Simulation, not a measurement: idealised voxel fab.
This section sets out a process module, namely voxel released beams.
cross-section cut | 205 nm wide | cells 5 nm
A cross-section in this document is a grid of square cells, and it is written down as bands, the top band listed before the ones below it; a band is made up of one or more rows of cells.
Per band: top height and bottom height in nm, followed by the left-to-right materials and their widths in nm; "edge to edge" marks a single material spanning edge to edge, "empty" marks empty space.
Measure heights from 0. That's the level where, below it, the as-received wafer is all one material. The lowest band is bottomless and extends downward; write it as in "top 0, no bottom".
The notation "30 to 40" denotes a width that varies across the rows of cells in the band, beginning at the first number in the top row, finishing at the second number in the bottom row, and changing by an identical amount from each row to the next.
No cell of the cross-section changed in a step that is given as "remains unaltered".
Heads up: "Sealed void inventory" only lists the empty pockets with no open path to the top that are 8 cells or more, and it writes them as width x height at distance, distance from the left edge, in nm.
Read whatever lies past the settings on a step's line as the simulator's own remark about the step.
The "overlay nm" setting may appear on a step's line; for a step that uses a mask, it gives how far to the right of its planned position the mask lay, and a negative value indicates the left.
## Set out below are the planned steps of the process
1) RECEIVE, material Si
2) CONFORMAL_DEP, material SiN, thk nm 10
3) DIRECTIONAL_DEP, material SiO2, thk nm 15
4) MASKED_ETCH, tone open, mask id ANCHOR, width nm 45, etch materials SiO2, depth nm 15, overlay nm 0
5) CONFORMAL_DEP, material TiN, thk nm 15
6) MASKED_ETCH, tone cover, mask id BEAM, width nm 95, etch materials TiN, depth nm 15, overlay nm 0
7) STRIP, etch materials SiO2
## So this is the incoming wafer in cross-section - it's already been through step 1
top 0, no bottom  Si edge to edge
Sealed void inventory: none
## Starting wafer: above. Plan: above. Run: one mistake. Cross-section after the module: below
top 40, bottom 25  empty 50 nm  TiN 15 nm  empty 15 nm  TiN 65 nm  empty 60 nm
top 25, bottom 10  empty 50 nm  TiN 45 nm  empty 110 nm
top 10, bottom 0  SiN edge to edge
top 0, no bottom  Si edge to edge
Sealed void inventory: none
what went wrong: step 4 off recipe, ran as MASKED_ETCH, tone open, mask id ANCHOR, width nm 45, etch materials SiO2, depth nm 15, overlay nm -5
